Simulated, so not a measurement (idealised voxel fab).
Proc. module: voxel ribs on slabs
The cross-section shown here is cut; it is 250 nm wide and divided into square cells measuring 5 nm on a side.
Just so we're on the same page, the cross-sections are grids of square cells, and they're listed out in bands top to bottom, each band one or more rows deep. Look at the band entry: it leads with the top's height and the bottom's height in nm. Then it lists the materials left to right, with a width in nm for each. The word "throughout" on a single material says that material fills the band edge to edge. The word "air" is empty space. The reference from which all heights are counted is 0, the level beneath which the as-received wafer is entirely one material; the lowest band, having no lower bound, proceeds downward and is written after the example "0 nm and below". A width such as "30..40" changes by the same amount from each row of cells to the next, from the band's top row to its bottom row. When a step is marked "remained unchanged", none of the cells in the cross-section changed during that step. The entry titled "Completely sealed voids" provides the empty spaces that have no open way to the top, restricted to those of 8 cells or more. Each is presented as width x height at distance, the distance being measured from the left edge, with all three in nm. That trailing text on a step's line, after the settings, is the simulator's own remark on the step. "overlay nm" on a masked step: distance the mask lay right of its planned place, negative for left.
# Intended process steps
1. RECEIVE (material Si)
2. DIRECTIONAL_DEP (material SiO2; thk nm 20)
3. DIRECTIONAL_DEP (material SiN; thk nm 25)
4. PATTERN (tone cover; mask id RIB; material resist; width nm 25; thk nm 15; overlay nm 0)
5. DIRECTIONAL_ETCH (etch materials SiN; depth nm 5)
6. STRIP (etch materials resist)
7. DIRECTIONAL_DEP (material aC; thk nm 10)
8. PATTERN (tone cover; mask id SLAB; material resist; width nm 55; thk nm 25; overlay nm 0)
9. DIRECTIONAL_ETCH (etch materials aC; depth nm 10)
10. STRIP (etch materials resist)
11. DIRECTIONAL_ETCH (etch materials SiN; depth nm 20)
12. STRIP (etch materials aC)
13. FILL_DEP (material SiO2; thk nm 25)
14. CMP (height nm 65)
15. DIRECTIONAL_DEP (material TiN; thk nm 10)
16. DIRECTIONAL_DEP (material aC; thk nm 15)
17. PATTERN (tone cover; mask id HEATER; material resist; width nm 35; thk nm 35; overlay nm 0)
18. DIRECTIONAL_ETCH (etch materials aC; depth nm 15)
19. STRIP (etch materials resist)
20. DIRECTIONAL_ETCH (etch materials TiN; depth nm 10)
21. STRIP (etch materials aC)
22. CONFORMAL_DEP (material SiN; thk nm 10)
# Shown in cross-section is the wafer as received, that is, as it stands after step 1
- 0 nm and below | Si throughout
- Completely sealed voids: none
# As-planned run: cross-section of the first of two wafers at end of module
- 85 nm to 75 nm | 95 nm air, 55 nm SiN, 100 nm air
- 75 nm to 65 nm | 105 nm SiN, 35 nm TiN, 110 nm SiN
- 65 nm to 45 nm | SiO2 throughout
- 45 nm to 40 nm | 110 nm SiO2, 25 nm SiN, 115 nm SiO2
- 40 nm to 20 nm | 95 nm SiO2, 55 nm SiN, 100 nm SiO2
- 20 nm to 0 nm | SiO2 throughout
- 0 nm and below | Si throughout
- Completely sealed voids: none
# Cross-sectional view of the second of two wafers upon completion of the module. This wafer shared its starting condition and process plan with the first; one error was made during its execution
- 85 nm to 75 nm | 115 nm SiN, 15 nm air, 120 nm SiN
- 75 nm to 65 nm | 105 nm TiN, 35 nm SiN, 110 nm TiN
- 65 nm to 45 nm | SiO2 throughout
- 45 nm to 40 nm | 110 nm SiO2, 25 nm SiN, 115 nm SiO2
- 40 nm to 20 nm | 95 nm SiO2, 55 nm SiN, 100 nm SiO2
- 20 nm to 0 nm | SiO2 throughout
- 0 nm and below | Si throughout
- Completely sealed voids: none
Misprocessing identified: step 17 ran with different settings than intended, the actual operation and settings being PATTERN (tone open; mask id HEATER; material resist; width nm 35; thk nm 35; overlay nm 0)
Counted in cells at the end, the second wafer holds more or fewer of these materials than the first: 72 more of TiN
